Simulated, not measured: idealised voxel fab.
process module | voxel self aligned vias
cross-section cut | 295 nm wide | cells 5 nm
A cross-section is a grid of square cells, given in bands from the top down. A band is one or more rows of cells.
Each band's line starts with the height of the band's top and of its bottom, in nm. Then come its materials from left to right, each with its width in nm. One material with "throughout" fills the band from edge to edge. "air" is empty space.
Height 0 is the level under which the wafer as received is all one material. The lowest band goes on downwards, as in "0 down".
A width such as "30 to 40" changes by the same amount from each row of cells to the next, from the band's top row to its bottom row.
"no change" after a step means that no cell of the cross-section changed.
closed voids: empty space of 8 cells or more with no open way to the top, each as width x height at its distance from the left edge, in nm
after a step's settings: what the simulator itself notes on the step
overlay nm, on a step with a mask: how far to the right of its planned place the mask lay; to the left if negative
plan
1 op RECEIVE | material Si
2 op CONFORMAL_DEP | material SiO2 | thk nm 10
3 op CONFORMAL_DEP | material SiCN | thk nm 5
4 op DIRECTIONAL_DEP | material SiO2 | thk nm 30
5 op MASKED_ETCH | tone open | mask id LINES | width nm 25 | pitch nm 65 | etch materials SiO2 | depth nm 30 | overlay nm 0
6 op CONFORMAL_DEP | material TiN | thk nm 5
7 op FILL_DEP | material W | thk nm 10
8 op CMP | height nm 45
9 op SELECTIVE_ETCH | etch materials W Ru TiN | depth nm 10
10 op FILL_DEP | material SiN | thk nm 5
11 op CMP | height nm 45
12 op DIRECTIONAL_DEP | material SiO2 | thk nm 15
13 op PATTERN | tone open | mask id VIAS | material resist | width nm 35 | pitch nm 130 | thk nm 15 | overlay nm 0
14 op DIRECTIONAL_ETCH | etch materials SiO2 | depth nm 15
15 op DIRECTIONAL_ETCH | etch materials SiN | depth nm 10
16 op STRIP | etch materials resist
17 op CONFORMAL_DEP | material TiN | thk nm 5
18 op FILL_DEP | material Ru | thk nm 10
19 op CMP | height nm 60
20 op CONFORMAL_DEP | material SiCN | thk nm 5
first wafer, as planned
as received, after step 1
  0 down: Si throughout
  closed voids: none
after step 2
  10 to 0: SiO2 throughout
  below 0: unchanged
after step 3
  15 to 10: SiCN throughout
  below 10: unchanged
after step 4
  45 to 15: SiO2 throughout
  below 15: unchanged
after step 5
  45 to 15: SiO2 70 | air 25 | SiO2 40 | air 25 | SiO2 40 | air 25 | SiO2 70
  below 15: unchanged
after step 6
  50 to 45: TiN 75 | air 15 | TiN 50 | air 15 | TiN 50 | air 15 | TiN 75
  45 to 20: SiO2 70 | TiN 5 | air 15 | TiN 5 | SiO2 40 | TiN 5 | air 15 | TiN 5 | SiO2 40 | TiN 5 | air 15 | TiN 5 | SiO2 70
  20 to 15: SiO2 70 | TiN 25 | SiO2 40 | TiN 25 | SiO2 40 | TiN 25 | SiO2 70
  below 15: unchanged
after step 7
  60 to 50: W throughout
  50 to 45: TiN 75 | W 15 | TiN 50 | W 15 | TiN 50 | W 15 | TiN 75
  45 to 20: SiO2 70 | TiN 5 | W 15 | TiN 5 | SiO2 40 | TiN 5 | W 15 | TiN 5 | SiO2 40 | TiN 5 | W 15 | TiN 5 | SiO2 70
  below 20: unchanged
after step 8
  45 to 20: SiO2 70 | TiN 5 | W 15 | TiN 5 | SiO2 40 | TiN 5 | W 15 | TiN 5 | SiO2 40 | TiN 5 | W 15 | TiN 5 | SiO2 70
  below 20: unchanged
after step 9
  45 to 35: SiO2 70 | air 25 | SiO2 40 | air 25 | SiO2 40 | air 25 | SiO2 70
  below 35: unchanged
after step 10
  50 to 45: SiN throughout
  45 to 35: SiO2 70 | SiN 25 | SiO2 40 | SiN 25 | SiO2 40 | SiN 25 | SiO2 70
  below 35: unchanged
after step 11
  45 to 35: SiO2 70 | SiN 25 | SiO2 40 | SiN 25 | SiO2 40 | SiN 25 | SiO2 70
  below 35: unchanged
after step 12
  60 to 45: SiO2 throughout
  below 45: unchanged
after step 13
  75 to 60: resist 65 | air 35 | resist 95 | air 35 | resist 65
  below 60: unchanged
after step 14
  75 to 60: resist 65 | air 35 | resist 95 | air 35 | resist 65
  60 to 45: SiO2 65 | air 35 | SiO2 95 | air 35 | SiO2 65
  below 45: unchanged
after step 15
  75 to 60: resist 65 | air 35 | resist 95 | air 35 | resist 65
  60 to 45: SiO2 65 | air 35 | SiO2 95 | air 35 | SiO2 65
  45 to 35: SiO2 70 | air 25 | SiO2 40 | SiN 25 | SiO2 40 | air 25 | SiO2 70
  below 35: unchanged
after step 16
  60 to 45: SiO2 65 | air 35 | SiO2 95 | air 35 | SiO2 65
  below 45: unchanged
after step 17
  65 to 60: TiN 70 | air 25 | TiN 105 | air 25 | TiN 70
  60 to 50: SiO2 65 | TiN 5 | air 25 | TiN 5 | SiO2 95 | TiN 5 | air 25 | TiN 5 | SiO2 65
  50 to 45: SiO2 65 | TiN 10 | air 15 | TiN 10 | SiO2 95 | TiN 10 | air 15 | TiN 10 | SiO2 65
  45 to 40: SiO2 70 | TiN 5 | air 15 | TiN 5 | SiO2 40 | SiN 25 | SiO2 40 | TiN 5 | air 15 | TiN 5 | SiO2 70
  40 to 35: SiO2 70 | TiN 25 | SiO2 40 | SiN 25 | SiO2 40 | TiN 25 | SiO2 70
  below 35: unchanged
after step 18
  75 to 65: Ru throughout
  65 to 60: TiN 70 | Ru 25 | TiN 105 | Ru 25 | TiN 70
  60 to 50: SiO2 65 | TiN 5 | Ru 25 | TiN 5 | SiO2 95 | TiN 5 | Ru 25 | TiN 5 | SiO2 65
  50 to 45: SiO2 65 | TiN 10 | Ru 15 | TiN 10 | SiO2 95 | TiN 10 | Ru 15 | TiN 10 | SiO2 65
  45 to 40: SiO2 70 | TiN 5 | Ru 15 | TiN 5 | SiO2 40 | SiN 25 | SiO2 40 | TiN 5 | Ru 15 | TiN 5 | SiO2 70
  below 40: unchanged
after step 19
  60 to 50: SiO2 65 | TiN 5 | Ru 25 | TiN 5 | SiO2 95 | TiN 5 | Ru 25 | TiN 5 | SiO2 65
  below 50: unchanged
after step 20
  65 to 60: SiCN throughout
  below 60: unchanged
second wafer: like start, like plan, one mistake. Through step 13 it matches the first wafer
when step 14 should have ended
  75 to 60: resist 65 | air 35 | resist 95 | air 35 | resist 65
  60 to 45: SiO2 65 | air 35 | SiO2 95 | air 35 | SiO2 65
  45 to 35: SiO2 65 | air 5 | SiN 25 | air 5 | SiO2 35 | SiN 25 | SiO2 35 | air 5 | SiN 25 | air 5 | SiO2 65
  35 to 30: SiO2 65 | air 5 | TiN 5 | W 15 | TiN 5 | air 5 | SiO2 35 | TiN 5 | W 15 | TiN 5 | SiO2 35 | air 5 | TiN 5 | W 15 | TiN 5 | air 5 | SiO2 65
  below 30: unchanged
when step 15 should have ended
  75 to 60: resist 65 | air 35 | resist 95 | air 35 | resist 65
  60 to 45: SiO2 65 | air 35 | SiO2 95 | air 35 | SiO2 65
  45 to 35: SiO2 65 | air 35 | SiO2 35 | SiN 25 | SiO2 35 | air 35 | SiO2 65
  below 35: unchanged
when step 16 should have ended
  60 to 45: SiO2 65 | air 35 | SiO2 95 | air 35 | SiO2 65
  below 45: unchanged
when step 17 should have ended
  65 to 60: TiN 70 | air 25 | TiN 105 | air 25 | TiN 70
  60 to 45: SiO2 65 | TiN 5 | air 25 | TiN 5 | SiO2 95 | TiN 5 | air 25 | TiN 5 | SiO2 65
  45 to 40: SiO2 65 | TiN 5 | air 25 | TiN 5 | SiO2 35 | SiN 25 | SiO2 35 | TiN 5 | air 25 | TiN 5 | SiO2 65
  40 to 35: SiO2 65 | TiN 35 | SiO2 35 | SiN 25 | SiO2 35 | TiN 35 | SiO2 65
  35 to 30: SiO2 65 | TiN 10 | W 15 | TiN 10 | SiO2 35 | TiN 5 | W 15 | TiN 5 | SiO2 35 | TiN 10 | W 15 | TiN 10 | SiO2 65
  below 30: unchanged
when step 18 should have ended
  75 to 65: Ru throughout
  65 to 60: TiN 70 | Ru 25 | TiN 105 | Ru 25 | TiN 70
  60 to 45: SiO2 65 | TiN 5 | Ru 25 | TiN 5 | SiO2 95 | TiN 5 | Ru 25 | TiN 5 | SiO2 65
  45 to 40: SiO2 65 | TiN 5 | Ru 25 | TiN 5 | SiO2 35 | SiN 25 | SiO2 35 | TiN 5 | Ru 25 | TiN 5 | SiO2 65
  below 40: unchanged
when step 19 should have ended
  60 to 45: SiO2 65 | TiN 5 | Ru 25 | TiN 5 | SiO2 95 | TiN 5 | Ru 25 | TiN 5 | SiO2 65
  below 45: unchanged
when step 20 should have ended
  65 to 60: SiCN throughout
  below 60: unchanged
what went wrong: step 14 was run twice
at the end the second wafer has, in cells: 8 more of Ru | 12 fewer of SiO2 | 4 more of TiN
